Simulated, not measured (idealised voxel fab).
process module | voxel fin reveal
cross-section cut | 215 nm wide | cells 5 nm
A cross-section is a grid of square cells, given in bands from the top down. A band is one or more rows of cells.
Each band's line starts with the height of the band's top and of its bottom, in nm. Then come its materials from left to right, each with its width in nm. One material with "throughout" fills the band from edge to edge. "air" is empty space.
Height 0 is the level under which the wafer as received is all one material. The lowest band goes on downwards, as in "0 down".
A width such as "30 to 40" changes by the same amount from each row of cells to the next, from the band's top row to its bottom row.
"no change" after a step means that no cell of the cross-section changed.
closed voids: empty space of 8 cells or more with no open way to the top, each as width x height at its distance from the left edge, in nm
after a step's settings: what the simulator itself notes on the step
overlay nm, on a step with a mask: how far to the right of its planned place the mask lay; to the left if negative
plan
1 op RECEIVE | material Si
2 op CONFORMAL_DEP | material SiN | thk nm 5
3 op DIRECTIONAL_DEP | material aC | thk nm 15
4 op PATTERN | tone cover | mask id FINS | material resist | width nm 15 | pitch nm 40 | thk nm 35 | overlay nm 0
5 op DIRECTIONAL_ETCH | etch materials aC | depth nm 15
6 op STRIP | etch materials resist
7 op DIRECTIONAL_ETCH | etch materials SiN | depth nm 5
8 op DIRECTIONAL_ETCH | etch materials Si | depth nm 40
9 op STRIP | etch materials aC
10 op OXIDIZE | depth nm 5
11 op FILL_DEP | material SiO2 | thk nm 10
12 op CMP | height nm 5
13 op SELECTIVE_ETCH | etch materials SiO2 | depth nm 15
14 op STRIP | etch materials SiN
15 op CONFORMAL_DEP | material HfO2 | thk nm 5
as received, after step 1
  0 down: Si throughout
  closed voids: none
a wafer at the end: this start, this plan, one mistake
  10 to 5: air 55 | HfO2 25 | air 15 | HfO2 25 | air 15 | HfO2 25 | air 55
  5 to 0: air 55 | HfO2 5 | SiN 15 | HfO2 5 | air 15 | HfO2 5 | SiN 15 | HfO2 5 | air 15 | HfO2 5 | SiN 15 | HfO2 5 | air 55
  0 to -5: air 55 | HfO2 10 | Si 5 | HfO2 10 | air 15 | HfO2 10 | Si 5 | HfO2 10 | air 15 | HfO2 10 | Si 5 | HfO2 10 | air 55
  -5 to -40: air 60 | HfO2 5 | Si 5 | HfO2 5 | air 25 | HfO2 5 | Si 5 | HfO2 5 | air 25 | HfO2 5 | Si 5 | HfO2 5 | air 60
  -40 to -45: HfO2 65 | Si 5 | HfO2 35 | Si 5 | HfO2 35 | Si 5 | HfO2 65
  -45 down: Si throughout
  closed voids: none
what went wrong: step 14 ran as: op STRIP | etch materials SiO2
